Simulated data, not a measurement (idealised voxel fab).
The following process module bears the name voxel wiring stack.
Section cut is 205 nm wide and gridded with 5 nm square cells.
Reading order for cross-sections: top band down to bottom band. Underlying form: a grid of square cells. Band size: one or more rows of cells. Band entry format. Leading values: height of top, height of bottom, nm. Remainder: materials in left-to-right order, each with its width in nm. Special words: "throughout" on a single material, which then fills the band edge to edge; "air", empty space. Height datum 0, below which the as-received substrate wafer is one material. Lowest band open at the bottom, running downward: "from 0 down". It should be noted that a width expressed as "30..40" varies in equal increments from row to row of cells within the band, taking the value of the first number at the top row and that of the second number at the bottom row. A step reported as "no alteration" is a step in which no cell of the cross-section changed. "Closed internal voids" lists enclosed empty spaces (at least 8 cells, no open path upward to the top), each as width x height at distance from the left edge, in nm. That trailing text on a step's line, after the settings, is the simulator's own remark on the step. overlay nm: mask right of planned place by this much (step with mask). Neg. = left.

-- The planned process steps are enumerated hereunder
1,RECEIVE with material Si
2,CONFORMAL_DEP with material SiO2, thk nm 15
3,CONFORMAL_DEP with material SiCN, thk nm 5
4,DIRECTIONAL_DEP with material SiO2, thk nm 25
5,PATTERN with tone open, mask id METAL_1, material resist, width nm 30, pitch nm 45, thk nm 15, overlay nm 0
6,DIRECTIONAL_ETCH with etch materials SiO2, depth nm 25
7,DIRECTIONAL_ETCH with etch materials SiCN, depth nm 5
8,STRIP with etch materials resist
9,CONFORMAL_DEP with material TiN, thk nm 5
10,FILL_DEP with material Ru, thk nm 10
11,CMP with height nm 45
12,CONFORMAL_DEP with material SiCN, thk nm 5
13,DIRECTIONAL_DEP with material lowk, thk nm 15
14,DIRECTIONAL_DEP with material aC, thk nm 10
15,PATTERN with tone open, mask id PLUG_1, material resist, width nm 15, pitch nm 45, thk nm 25, overlay nm 0
16,DIRECTIONAL_ETCH with etch materials aC, depth nm 10
17,STRIP with etch materials resist
18,DIRECTIONAL_ETCH with etch materials lowk, depth nm 15
19,DIRECTIONAL_ETCH with etch materials SiCN, depth nm 5
20,STRIP with etch materials aC
21,EPI with material Ru, thk nm 10
22,EPI with material Ru, thk nm 10
23,DIRECTIONAL_DEP with material TiN, thk nm 5
24,DIRECTIONAL_DEP with material W, thk nm 15
25,DIRECTIONAL_DEP with material aC, thk nm 15
26,PATTERN with tone cover, mask id METAL_2, material resist, width nm 30, pitch nm 45, thk nm 30, overlay nm 0
27,DIRECTIONAL_ETCH with etch materials aC, depth nm 15
28,STRIP with etch materials resist
29,DIRECTIONAL_ETCH with etch materials W, depth nm 15
30,DIRECTIONAL_ETCH with etch materials TiN, depth nm 5
31,STRIP with etch materials aC
32,FILL_DEP with material SiO2, thk nm 5
33,CMP with height nm 85
34,CONFORMAL_DEP with material SiCN, thk nm 5
35,DIRECTIONAL_DEP with material lowk, thk nm 30
36,PATTERN with tone open, mask id METAL_3, material resist, width nm 30, pitch nm 45, thk nm 15, overlay nm 0
37,DIRECTIONAL_ETCH with etch materials lowk, depth nm 15
38,STRIP with etch materials resist
39,MASKED_ETCH with tone open, mask id METAL_3_HOLES, width nm 15, etch materials lowk, depth nm 15, overlay nm 0
40,MASKED_ETCH with tone open, mask id METAL_3_HOLES, width nm 15, etch materials SiCN, depth nm 5, overlay nm 0
41,CONFORMAL_DEP with material TiN, thk nm 5
42,FILL_DEP with material Cu, thk nm 10
43,CMP with height nm 120
44,CONFORMAL_DEP with material SiCN, thk nm 5
45,DIRECTIONAL_DEP with material lowk, thk nm 30
46,DIRECTIONAL_DEP with material aC, thk nm 10
47,PATTERN with tone open, mask id METAL_4, material resist, width nm 30, pitch nm 45, thk nm 30, overlay nm 0
48,DIRECTIONAL_ETCH with etch materials aC, depth nm 10
49,STRIP with etch materials resist
50,DIRECTIONAL_ETCH with etch materials lowk, depth nm 15
51,STRIP with etch materials aC
52,DIRECTIONAL_DEP with material aC, thk nm 10
53,PATTERN with tone open, mask id METAL_4_HOLES, material resist, width nm 15, thk nm 30, overlay nm 0
54,DIRECTIONAL_ETCH with etch materials aC, depth nm 10
55,STRIP with etch materials resist
56,DIRECTIONAL_ETCH with etch materials lowk, depth nm 15
57,DIRECTIONAL_ETCH with etch materials SiCN, depth nm 5
58,STRIP with etch materials aC
59,CONFORMAL_DEP with material TiN, thk nm 5
60,FILL_DEP with material Cu, thk nm 10
61,CMP with height nm 155
62,CONFORMAL_DEP with material SiCN, thk nm 5

-- Cross-section: wafer on arrival = after step 1
  from 0 down = Si throughout
  Closed internal voids: none

-- Cross-sectional image of the first of two wafers at the end of the module, the run having proceeded as planned
  from 160 to 155 = SiCN throughout
  from 155 to 145 = 65 nm lowk / 5 nm TiN / 20 nm Cu / 5 nm TiN / 15 nm lowk / 5 nm TiN / 20 nm Cu / 5 nm TiN / 65 nm lowk
  from 145 to 140 = 65 nm lowk / 5 nm TiN / 5 nm Cu / 20 nm TiN / 15 nm lowk / 30 nm TiN / 65 nm lowk
  from 140 to 125 = 65 nm lowk / 5 nm TiN / 5 nm Cu / 5 nm TiN / 125 nm lowk
  from 125 to 120 = 65 nm SiCN / 15 nm TiN / 125 nm SiCN
  from 120 to 110 = 65 nm lowk / 5 nm TiN / 20 nm Cu / 5 nm TiN / 15 nm lowk / 5 nm TiN / 20 nm Cu / 5 nm TiN / 65 nm lowk
  from 110 to 105 = 65 nm lowk / 5 nm TiN / 5 nm Cu / 20 nm TiN / 15 nm lowk / 30 nm TiN / 65 nm lowk
  from 105 to 90 = 65 nm lowk / 5 nm TiN / 5 nm Cu / 5 nm TiN / 125 nm lowk
  from 90 to 85 = 65 nm SiCN / 15 nm TiN / 125 nm SiCN
  from 85 to 70 = 65 nm SiO2 / 30 nm W / 15 nm SiO2 / 30 nm W / 65 nm SiO2
  from 70 to 65 = 65 nm SiO2 / 30 nm TiN / 15 nm SiO2 / 30 nm TiN / 65 nm SiO2
  from 65 to 50 = 65 nm lowk / 15 nm Ru / 30 nm lowk / 15 nm Ru / 80 nm lowk
  from 50 to 45 = 65 nm SiCN / 15 nm Ru / 30 nm SiCN / 15 nm Ru / 80 nm SiCN
  from 45 to 20 = 65 nm SiO2 / 5 nm TiN / 20 nm Ru / 5 nm TiN / 15 nm SiO2 / 5 nm TiN / 20 nm Ru / 5 nm TiN / 65 nm SiO2
  from 20 to 15 = 65 nm SiCN / 30 nm TiN / 15 nm SiCN / 30 nm TiN / 65 nm SiCN
  from 15 to 0 = SiO2 throughout
  from 0 down = Si throughout
  Closed internal voids: none

-- Cross-section at end of module for the second wafer of two, which matched the first in starting point and plan and differed by one mistake in its processing
  from 160 to 155 = SiCN throughout
  from 155 to 145 = 65 nm lowk / 5 nm TiN / 20 nm Cu / 5 nm TiN / 15 nm lowk / 5 nm TiN / 20 nm Cu / 5 nm TiN / 65 nm lowk
  from 145 to 140 = 65 nm lowk / 5 nm TiN / 5 nm Cu / 20 nm TiN / 15 nm lowk / 30 nm TiN / 65 nm lowk
  from 140 to 125 = 65 nm lowk / 5 nm TiN / 5 nm Cu / 5 nm TiN / 125 nm lowk
  from 125 to 120 = 65 nm SiCN / 15 nm TiN / 125 nm SiCN
  from 120 to 110 = 65 nm lowk / 5 nm TiN / 20 nm Cu / 5 nm TiN / 15 nm lowk / 5 nm TiN / 20 nm Cu / 5 nm TiN / 65 nm lowk
  from 110 to 105 = 65 nm lowk / 5 nm TiN / 5 nm Cu / 20 nm TiN / 15 nm lowk / 30 nm TiN / 65 nm lowk
  from 105 to 90 = 65 nm lowk / 5 nm TiN / 5 nm Cu / 5 nm TiN / 125 nm lowk
  from 90 to 85 = 65 nm SiCN / 15 nm TiN / 125 nm SiCN
  from 85 to 70 = 65 nm SiO2 / 30 nm W / 15 nm SiO2 / 30 nm W / 65 nm SiO2
  from 70 to 65 = 65 nm SiO2 / 30 nm TiN / 15 nm SiO2 / 30 nm TiN / 65 nm SiO2
  from 65 to 50 = 65 nm lowk / 15 nm Ru / 30 nm lowk / 15 nm Ru / 80 nm lowk
  from 50 to 45 = 65 nm SiCN / 15 nm Ru / 30 nm SiCN / 15 nm Ru / 80 nm SiCN
  from 45 to 25 = 65 nm SiO2 / 5 nm TiN / 20 nm Ru / 5 nm TiN / 15 nm SiO2 / 5 nm TiN / 20 nm Ru / 5 nm TiN / 65 nm SiO2
  from 25 to 20 = 65 nm SiO2 / 30 nm TiN / 15 nm SiO2 / 30 nm TiN / 65 nm SiO2
  from 20 to 5 = SiO2 throughout
  from 5 to 0 = SiCN throughout
  from 0 down = Si throughout
  Closed internal voids: none
Error vs. plan: the intended sequence of steps 2 and 3 was reversed during processing, with each occupying the position of the other
The final cell counts differ between the wafers, with the second having more or fewer of some materials than the first: Ru: 8 fewer; SiCN: 12 more; TiN: 4 fewer
